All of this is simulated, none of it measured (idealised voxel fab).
A process module follows: voxel wiring stack.
Each square cell in cross-section cut measures 5 nm, and the section as a whole is 205 nm wide.
A cross-section is a grid of square cells, given in bands from the top down. A band is one or more rows of cells.
Basically the band line says how high the top is and how high the bottom is, in nm, and then what's in it from left to right, every material with its width in nm. Empty space shows up as "blank", and if a single material carries "throughout" it runs the full band edge to edge.
Heights are reckoned from 0. Under this level, the received wafer is all of one material. The bottommost band is open-ended downward, for example "0 down".
Note: "30->40" means the width goes from the first number (top row of the band) to the second number (bottom row) in equal steps per row of cells.
The designation "nothing got changed", where it is given for a processing step, indicates that no cell of the cross-section was altered in the course of that step.
Closed empty spaces (no open way to the top) of 8 cells or more are what "Sealed voids" lists, each as width x height at distance from the left edge, nm for all three.
Whatever follows a step's settings on its line is a remark the simulator itself makes about that step.
The "overlay nm" setting may appear on a step's line; for a step that uses a mask, it gives how far to the right of its planned position the mask lay, and a negative value indicates the left.

# plan
1. RECEIVE,material Si
2. CONFORMAL_DEP,material SiO2,thk nm 10
3. DIRECTIONAL_DEP,material TiN,thk nm 5
4. DIRECTIONAL_DEP,material Ru,thk nm 25
5. PATTERN,tone cover,mask id METAL_1,material resist,width nm 30,pitch nm 50,thk nm 20,overlay nm 0
6. DIRECTIONAL_ETCH,etch materials Ru,depth nm 25
7. DIRECTIONAL_ETCH,etch materials TiN,depth nm 5
8. STRIP,etch materials resist
9. FILL_DEP,material SiO2,thk nm 10
10. CMP,height nm 40
11. CONFORMAL_DEP,material SiCN,thk nm 5
12. DIRECTIONAL_DEP,material SiO2,thk nm 15
13. MASKED_ETCH,tone open,mask id PLUG_1,width nm 15,pitch nm 50,etch materials SiO2,depth nm 15,overlay nm 0
14. MASKED_ETCH,tone open,mask id PLUG_1,width nm 15,pitch nm 50,etch materials SiCN,depth nm 5,overlay nm 0
15. CONFORMAL_DEP,material TiN,thk nm 5
16. FILL_DEP,material Cu,thk nm 5
17. CMP,height nm 60
18. CONFORMAL_DEP,material SiN,thk nm 5
19. DIRECTIONAL_DEP,material SiO2,thk nm 25
20. DIRECTIONAL_DEP,material aC,thk nm 10
21. PATTERN,tone open,mask id METAL_2,material resist,width nm 30,pitch nm 50,thk nm 25,overlay nm 0
22. DIRECTIONAL_ETCH,etch materials aC,depth nm 10
23. STRIP,etch materials resist
24. DIRECTIONAL_ETCH,etch materials SiO2,depth nm 25
25. DIRECTIONAL_ETCH,etch materials SiN,depth nm 5
26. STRIP,etch materials aC
27. CONFORMAL_DEP,material TiN,thk nm 5
28. FILL_DEP,material Cu,thk nm 5
29. CMP,height nm 90
30. CONFORMAL_DEP,material SiCN,thk nm 5

# First of the two wafers, run per plan

# Cross-section, incoming material, after step 1
> 0 down | Si throughout
> Sealed voids: none

# Step 2 done - wafer cross-section
> 10 to 0 | SiO2 throughout
> No changes below 0.

# Step 3 done - wafer cross-section
> 15 to 10 | TiN throughout
> No changes below 10.

# Step 4 done - wafer cross-section
> 40 to 15 | Ru throughout
> No changes below 15.

# Step 5 done - wafer cross-section
> 60 to 40 | 35 of blank, 30 of resist, 20 of blank, 30 of resist, 20 of blank, 30 of resist, 40 of blank
> No changes below 40.

# Step 6 done - wafer cross-section
> 60 to 40 | 35 of blank, 30 of resist, 20 of blank, 30 of resist, 20 of blank, 30 of resist, 40 of blank
> 40 to 15 | 35 of blank, 30 of Ru, 20 of blank, 30 of Ru, 20 of blank, 30 of Ru, 40 of blank
> No changes below 15.

# Step 7 done - wafer cross-section
> 60 to 40 | 35 of blank, 30 of resist, 20 of blank, 30 of resist, 20 of blank, 30 of resist, 40 of blank
> 40 to 15 | 35 of blank, 30 of Ru, 20 of blank, 30 of Ru, 20 of blank, 30 of Ru, 40 of blank
> 15 to 10 | 35 of blank, 30 of TiN, 20 of blank, 30 of TiN, 20 of blank, 30 of TiN, 40 of blank
> No changes below 10.

# Step 8 done - wafer cross-section
> 40 to 15 | 35 of blank, 30 of Ru, 20 of blank, 30 of Ru, 20 of blank, 30 of Ru, 40 of blank
> No changes below 15.

# Step 9 done - wafer cross-section
> 50 to 40 | SiO2 throughout
> 40 to 15 | 35 of SiO2, 30 of Ru, 20 of SiO2, 30 of Ru, 20 of SiO2, 30 of Ru, 40 of SiO2
> 15 to 10 | 35 of SiO2, 30 of TiN, 20 of SiO2, 30 of TiN, 20 of SiO2, 30 of TiN, 40 of SiO2
> No changes below 10.

# Step 10 done - wafer cross-section
> 40 to 15 | 35 of SiO2, 30 of Ru, 20 of SiO2, 30 of Ru, 20 of SiO2, 30 of Ru, 40 of SiO2
> No changes below 15.

# Step 11 done - wafer cross-section
> 45 to 40 | SiCN throughout
> No changes below 40.

# Step 12 done - wafer cross-section
> 60 to 45 | SiO2 throughout
> No changes below 45.

# Step 13 done - wafer cross-section
> 60 to 45 | 35 of SiO2, 15 of blank, 35 of SiO2, 15 of blank, 35 of SiO2, 15 of blank, 55 of SiO2
> No changes below 45.

# Step 14 done - wafer cross-section
> 60 to 45 | 35 of SiO2, 15 of blank, 35 of SiO2, 15 of blank, 35 of SiO2, 15 of blank, 55 of SiO2
> 45 to 40 | 35 of SiCN, 15 of blank, 35 of SiCN, 15 of blank, 35 of SiCN, 15 of blank, 55 of SiCN
> No changes below 40.

# Step 15 done - wafer cross-section
> 65 to 60 | 40 of TiN, 5 of blank, 45 of TiN, 5 of blank, 45 of TiN, 5 of blank, 60 of TiN
> 60 to 45 | 35 of SiO2, 5 of TiN, 5 of blank, 5 of TiN, 35 of SiO2, 5 of TiN, 5 of blank, 5 of TiN, 35 of SiO2, 5 of TiN, 5 of blank, 5 of TiN, 55 of SiO2
> 45 to 40 | 35 of SiCN, 15 of TiN, 35 of SiCN, 15 of TiN, 35 of SiCN, 15 of TiN, 55 of SiCN
> No changes below 40.

# Step 16 done - wafer cross-section
> 70 to 65 | Cu throughout
> 65 to 60 | 40 of TiN, 5 of Cu, 45 of TiN, 5 of Cu, 45 of TiN, 5 of Cu, 60 of TiN
> 60 to 45 | 35 of SiO2, 5 of TiN, 5 of Cu, 5 of TiN, 35 of SiO2, 5 of TiN, 5 of Cu, 5 of TiN, 35 of SiO2, 5 of TiN, 5 of Cu, 5 of TiN, 55 of SiO2
> No changes below 45.

# Step 17 done - wafer cross-section
> 60 to 45 | 35 of SiO2, 5 of TiN, 5 of Cu, 5 of TiN, 35 of SiO2, 5 of TiN, 5 of Cu, 5 of TiN, 35 of SiO2, 5 of TiN, 5 of Cu, 5 of TiN, 55 of SiO2
> No changes below 45.

# Step 18 done - wafer cross-section
> 65 to 60 | SiN throughout
> No changes below 60.

# Step 19 done - wafer cross-section
> 90 to 65 | SiO2 throughout
> No changes below 65.

# Step 20 done - wafer cross-section
> 100 to 90 | aC throughout
> No changes below 90.

# Step 21 done - wafer cross-section
> 125 to 100 | 35 of resist, 30 of blank, 20 of resist, 30 of blank, 20 of resist, 30 of blank, 40 of resist
> No changes below 100.

# Step 22 done - wafer cross-section
> 115 to 100 | 35 of resist, 30 of blank, 20 of resist, 30 of blank, 20 of resist, 30 of blank, 40 of resist
> 100 to 90 | 35 of aC, 30 of blank, 20 of aC, 30 of blank, 20 of aC, 30 of blank, 40 of aC
> No changes below 90.

# Step 23 done - wafer cross-section
> 100 to 90 | 35 of aC, 30 of blank, 20 of aC, 30 of blank, 20 of aC, 30 of blank, 40 of aC
> No changes below 90.

# Step 24 done - wafer cross-section
> 100 to 90 | 35 of aC, 30 of blank, 20 of aC, 30 of blank, 20 of aC, 30 of blank, 40 of aC
> 90 to 65 | 35 of SiO2, 30 of blank, 20 of SiO2, 30 of blank, 20 of SiO2, 30 of blank, 40 of SiO2
> No changes below 65.

# Step 25 done - wafer cross-section
> 100 to 90 | 35 of aC, 30 of blank, 20 of aC, 30 of blank, 20 of aC, 30 of blank, 40 of aC
> 90 to 65 | 35 of SiO2, 30 of blank, 20 of SiO2, 30 of blank, 20 of SiO2, 30 of blank, 40 of SiO2
> 65 to 60 | 35 of SiN, 30 of blank, 20 of SiN, 30 of blank, 20 of SiN, 30 of blank, 40 of SiN
> No changes below 60.

# Step 26 done - wafer cross-section
> 90 to 65 | 35 of SiO2, 30 of blank, 20 of SiO2, 30 of blank, 20 of SiO2, 30 of blank, 40 of SiO2
> No changes below 65.

# Step 27 done - wafer cross-section
> 95 to 90 | 40 of TiN, 20 of blank, 30 of TiN, 20 of blank, 30 of TiN, 20 of blank, 45 of TiN
> 90 to 65 | 35 of SiO2, 5 of TiN, 20 of blank, 5 of TiN, 20 of SiO2, 5 of TiN, 20 of blank, 5 of TiN, 20 of SiO2, 5 of TiN, 20 of blank, 5 of TiN, 40 of SiO2
> 65 to 60 | 35 of SiN, 30 of TiN, 20 of SiN, 30 of TiN, 20 of SiN, 30 of TiN, 40 of SiN
> No changes below 60.

# Step 28 done - wafer cross-section
> 100 to 95 | Cu throughout
> 95 to 90 | 40 of TiN, 20 of Cu, 30 of TiN, 20 of Cu, 30 of TiN, 20 of Cu, 45 of TiN
> 90 to 65 | 35 of SiO2, 5 of TiN, 20 of Cu, 5 of TiN, 20 of SiO2, 5 of TiN, 20 of Cu, 5 of TiN, 20 of SiO2, 5 of TiN, 20 of Cu, 5 of TiN, 40 of SiO2
> No changes below 65.

# Step 29 done - wafer cross-section
> 90 to 65 | 35 of SiO2, 5 of TiN, 20 of Cu, 5 of TiN, 20 of SiO2, 5 of TiN, 20 of Cu, 5 of TiN, 20 of SiO2, 5 of TiN, 20 of Cu, 5 of TiN, 40 of SiO2
> No changes below 65.

# Step 30 done - wafer cross-section
> 95 to 90 | SiCN throughout
> No changes below 90.

# Second wafer, same starting state and plan as the first, one mistake in the run, identical through step 2

Second wafer: cross-section at the scheduled end of step 3: nothing got changed

# Second wafer: cross-section at the scheduled end of step 4
> 35 to 10 | Ru throughout
> No changes below 10.

# Second wafer: cross-section at the scheduled end of step 5
> 55 to 35 | 35 of blank, 30 of resist, 20 of blank, 30 of resist, 20 of blank, 30 of resist, 40 of blank
> No changes below 35.

# Second wafer: cross-section at the scheduled end of step 6
> 55 to 35 | 35 of blank, 30 of resist, 20 of blank, 30 of resist, 20 of blank, 30 of resist, 40 of blank
> 35 to 10 | 35 of blank, 30 of Ru, 20 of blank, 30 of Ru, 20 of blank, 30 of Ru, 40 of blank
> No changes below 10.

Second wafer: cross-section at the scheduled end of step 7: nothing got changed

# Second wafer: cross-section at the scheduled end of step 8
> 35 to 10 | 35 of blank, 30 of Ru, 20 of blank, 30 of Ru, 20 of blank, 30 of Ru, 40 of blank
> No changes below 10.

# Second wafer: cross-section at the scheduled end of step 9
> 45 to 35 | SiO2 throughout
> 35 to 10 | 35 of SiO2, 30 of Ru, 20 of SiO2, 30 of Ru, 20 of SiO2, 30 of Ru, 40 of SiO2
> No changes below 10.

# Second wafer: cross-section at the scheduled end of step 10
> 40 to 35 | SiO2 throughout
> No changes below 35.

# Second wafer: cross-section at the scheduled end of step 11
> 45 to 40 | SiCN throughout
> No changes below 40.

# Second wafer: cross-section at the scheduled end of step 12
> 60 to 45 | SiO2 throughout
> No changes below 45.

# Second wafer: cross-section at the scheduled end of step 13
> 60 to 45 | 35 of SiO2, 15 of blank, 35 of SiO2, 15 of blank, 35 of SiO2, 15 of blank, 55 of SiO2
> No changes below 45.

# Second wafer: cross-section at the scheduled end of step 14
> 60 to 45 | 35 of SiO2, 15 of blank, 35 of SiO2, 15 of blank, 35 of SiO2, 15 of blank, 55 of SiO2
> 45 to 40 | 35 of SiCN, 15 of blank, 35 of SiCN, 15 of blank, 35 of SiCN, 15 of blank, 55 of SiCN
> No changes below 40.

# Second wafer: cross-section at the scheduled end of step 15
> 65 to 60 | 40 of TiN, 5 of blank, 45 of TiN, 5 of blank, 45 of TiN, 5 of blank, 60 of TiN
> 60 to 45 | 35 of SiO2, 5 of TiN, 5 of blank, 5 of TiN, 35 of SiO2, 5 of TiN, 5 of blank, 5 of TiN, 35 of SiO2, 5 of TiN, 5 of blank, 5 of TiN, 55 of SiO2
> 45 to 40 | 35 of SiCN, 15 of TiN, 35 of SiCN, 15 of TiN, 35 of SiCN, 15 of TiN, 55 of SiCN
> No changes below 40.

# Second wafer: cross-section at the scheduled end of step 16
> 70 to 65 | Cu throughout
> 65 to 60 | 40 of TiN, 5 of Cu, 45 of TiN, 5 of Cu, 45 of TiN, 5 of Cu, 60 of TiN
> 60 to 45 | 35 of SiO2, 5 of TiN, 5 of Cu, 5 of TiN, 35 of SiO2, 5 of TiN, 5 of Cu, 5 of TiN, 35 of SiO2, 5 of TiN, 5 of Cu, 5 of TiN, 55 of SiO2
> No changes below 45.

# Second wafer: cross-section at the scheduled end of step 17
> 60 to 45 | 35 of SiO2, 5 of TiN, 5 of Cu, 5 of TiN, 35 of SiO2, 5 of TiN, 5 of Cu, 5 of TiN, 35 of SiO2, 5 of TiN, 5 of Cu, 5 of TiN, 55 of SiO2
> No changes below 45.

# Second wafer: cross-section at the scheduled end of step 18
> 65 to 60 | SiN throughout
> No changes below 60.

# Second wafer: cross-section at the scheduled end of step 19
> 90 to 65 | SiO2 throughout
> No changes below 65.

# Second wafer: cross-section at the scheduled end of step 20
> 100 to 90 | aC throughout
> No changes below 90.

# Second wafer: cross-section at the scheduled end of step 21
> 125 to 100 | 35 of resist, 30 of blank, 20 of resist, 30 of blank, 20 of resist, 30 of blank, 40 of resist
> No changes below 100.

# Second wafer: cross-section at the scheduled end of step 22
> 115 to 100 | 35 of resist, 30 of blank, 20 of resist, 30 of blank, 20 of resist, 30 of blank, 40 of resist
> 100 to 90 | 35 of aC, 30 of blank, 20 of aC, 30 of blank, 20 of aC, 30 of blank, 40 of aC
> No changes below 90.

# Second wafer: cross-section at the scheduled end of step 23
> 100 to 90 | 35 of aC, 30 of blank, 20 of aC, 30 of blank, 20 of aC, 30 of blank, 40 of aC
> No changes below 90.

# Second wafer: cross-section at the scheduled end of step 24
> 100 to 90 | 35 of aC, 30 of blank, 20 of aC, 30 of blank, 20 of aC, 30 of blank, 40 of aC
> 90 to 65 | 35 of SiO2, 30 of blank, 20 of SiO2, 30 of blank, 20 of SiO2, 30 of blank, 40 of SiO2
> No changes below 65.

# Second wafer: cross-section at the scheduled end of step 25
> 100 to 90 | 35 of aC, 30 of blank, 20 of aC, 30 of blank, 20 of aC, 30 of blank, 40 of aC
> 90 to 65 | 35 of SiO2, 30 of blank, 20 of SiO2, 30 of blank, 20 of SiO2, 30 of blank, 40 of SiO2
> 65 to 60 | 35 of SiN, 30 of blank, 20 of SiN, 30 of blank, 20 of SiN, 30 of blank, 40 of SiN
> No changes below 60.

# Second wafer: cross-section at the scheduled end of step 26
> 90 to 65 | 35 of SiO2, 30 of blank, 20 of SiO2, 30 of blank, 20 of SiO2, 30 of blank, 40 of SiO2
> No changes below 65.

# Second wafer: cross-section at the scheduled end of step 27
> 95 to 90 | 40 of TiN, 20 of blank, 30 of TiN, 20 of blank, 30 of TiN, 20 of blank, 45 of TiN
> 90 to 65 | 35 of SiO2, 5 of TiN, 20 of blank, 5 of TiN, 20 of SiO2, 5 of TiN, 20 of blank, 5 of TiN, 20 of SiO2, 5 of TiN, 20 of blank, 5 of TiN, 40 of SiO2
> 65 to 60 | 35 of SiN, 30 of TiN, 20 of SiN, 30 of TiN, 20 of SiN, 30 of TiN, 40 of SiN
> No changes below 60.

# Second wafer: cross-section at the scheduled end of step 28
> 100 to 95 | Cu throughout
> 95 to 90 | 40 of TiN, 20 of Cu, 30 of TiN, 20 of Cu, 30 of TiN, 20 of Cu, 45 of TiN
> 90 to 65 | 35 of SiO2, 5 of TiN, 20 of Cu, 5 of TiN, 20 of SiO2, 5 of TiN, 20 of Cu, 5 of TiN, 20 of SiO2, 5 of TiN, 20 of Cu, 5 of TiN, 40 of SiO2
> No changes below 65.

# Second wafer: cross-section at the scheduled end of step 29
> 90 to 65 | 35 of SiO2, 5 of TiN, 20 of Cu, 5 of TiN, 20 of SiO2, 5 of TiN, 20 of Cu, 5 of TiN, 20 of SiO2, 5 of TiN, 20 of Cu, 5 of TiN, 40 of SiO2
> No changes below 65.

# Second wafer: cross-section at the scheduled end of step 30
> 95 to 90 | SiCN throughout
> No changes below 90.
What was the processing mistake? step 3 of the plan was omitted and not executed
Final wafer comparison in cells, second versus first, more or fewer per material: SiO2: 18 more; TiN: 18 fewer
